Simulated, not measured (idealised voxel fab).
The following process module bears the name voxel gate over fins.
Section cut is 220 nm wide and gridded with 5 nm square cells.
The cross-sections in this document take the form of a grid made of square cells. They are written out as bands, in order from top to bottom. Each band consists of one or more rows of cells. In this notation a band is specified by the heights of its top and bottom, in that order and in nm, after which its materials appear from left to right, each paired with its width in nm. The word "everywhere" attached to a single material means that material fills the band from edge to edge; the word "empty" stands for empty space. Height is counted from the level 0, under which the received wafer is composed throughout of one material. The lowest of the bands is not closed at the bottom but continues downward, in the notation "from 0 down". The notation "30 to 40" denotes a width that varies across the rows of cells in the band, beginning at the first number in the top row, finishing at the second number in the bottom row, and changing by an identical amount from each row to the next. It should be understood that the words "remains unaltered", when stated for a given step, signify that the cross-section underwent no change in any of its cells during that step. Under "Entrapped void list" you'll find the enclosed gaps, the ones with no way out to the top, that are 8 cells or bigger; each reads width x height at distance, with distance counted from the left edge, everything in nm. Past the settings on a step's line: simulator remark, on that step. overlay nm, on a step with a mask: how far to the right of its planned place the mask lay; to the left if negative.
# Process steps - plan
- 1: RECEIVE,material Si
- 2: CONFORMAL_DEP,material SiN,thk nm 5
- 3: DIRECTIONAL_DEP,material aC,thk nm 10
- 4: PATTERN,tone cover,mask id FINS,material resist,width nm 15,pitch nm 40,thk nm 25,overlay nm 0
- 5: DIRECTIONAL_ETCH,etch materials aC,depth nm 10
- 6: STRIP,etch materials resist
- 7: DIRECTIONAL_ETCH,etch materials SiN,depth nm 5
- 8: DIRECTIONAL_ETCH,etch materials Si,depth nm 30
- 9: STRIP,etch materials aC
- 10: FILL_DEP,material SiO2,thk nm 10
- 11: CMP,height nm 5
- 12: SELECTIVE_ETCH,etch materials SiO2,depth nm 20
- 13: STRIP,etch materials SiN
- 14: CONFORMAL_DEP,material HfO2,thk nm 5
- 15: CONFORMAL_DEP,material TiN,thk nm 5
- 16: FILL_DEP,material W,thk nm 15
- 17: CMP,height nm 20
- 18: CONFORMAL_DEP,material SiN,thk nm 5
# Incoming wafer in cross-section (state: after step 1)
  from 0 down | Si everywhere
  Entrapped void list: none
# Cross-section, first of two wafers, end of module, run as planned
  from 25 to 20 | SiN everywhere
  from 20 to 10 | W everywhere
  from 10 to 5 | 70 of W; 35 of TiN; 5 of W; 35 of TiN; 75 of W
  from 5 to 0 | 70 of W; 5 of TiN; 25 of HfO2; 5 of TiN; 5 of W; 5 of TiN; 25 of HfO2; 5 of TiN; 75 of W
  from 0 to -5 | 70 of W; 5 of TiN; 5 of HfO2; 15 of Si; 5 of HfO2; 5 of TiN; 5 of W; 5 of TiN; 5 of HfO2; 15 of Si; 5 of HfO2; 5 of TiN; 75 of W
  from -5 to -10 | 75 of TiN; 5 of HfO2; 15 of Si; 5 of HfO2; 15 of TiN; 5 of HfO2; 15 of Si; 5 of HfO2; 80 of TiN
  from -10 to -15 | 80 of HfO2; 15 of Si; 25 of HfO2; 15 of Si; 85 of HfO2
  from -15 to -30 | 80 of SiO2; 15 of Si; 25 of SiO2; 15 of Si; 85 of SiO2
  from -30 down | Si everywhere
  Entrapped void list: none
# Second of two wafers, module complete, sectioned: it shares the first wafer's start and plan but was run with one mistake
  from 25 to 20 | SiN everywhere
  from 20 to 10 | W everywhere
  from 10 to 5 | 65 of W; 85 of TiN; 70 of W
  from 5 to 0 | 65 of W; 5 of TiN; 35 of HfO2; 5 of TiN; 35 of HfO2; 5 of TiN; 70 of W
  from 0 to -5 | 65 of W; 5 of TiN; 5 of HfO2; 25 of Si; 5 of HfO2; 5 of TiN; 5 of HfO2; 25 of Si; 5 of HfO2; 5 of TiN; 70 of W
  from -5 to -10 | 70 of TiN; 5 of HfO2; 25 of Si; 5 of HfO2; 5 of TiN; 5 of HfO2; 25 of Si; 5 of HfO2; 75 of TiN
  from -10 to -15 | 75 of HfO2; 25 of Si; 15 of HfO2; 25 of Si; 80 of HfO2
  from -15 to -30 | 75 of SiO2; 25 of Si; 15 of SiO2; 25 of Si; 80 of SiO2
  from -30 down | Si everywhere
  Entrapped void list: none
The mistake made against the process plan was this: step 4 ran differently from the plan; actual operation with settings: PATTERN,tone cover,mask id FINS,material resist,width nm 25,pitch nm 40,thk nm 25,overlay nm 0
The second wafer ends with more or fewer cells of some materials than the first, per final count: Si +24 | SiO2 -12 | TiN -3 | W -9
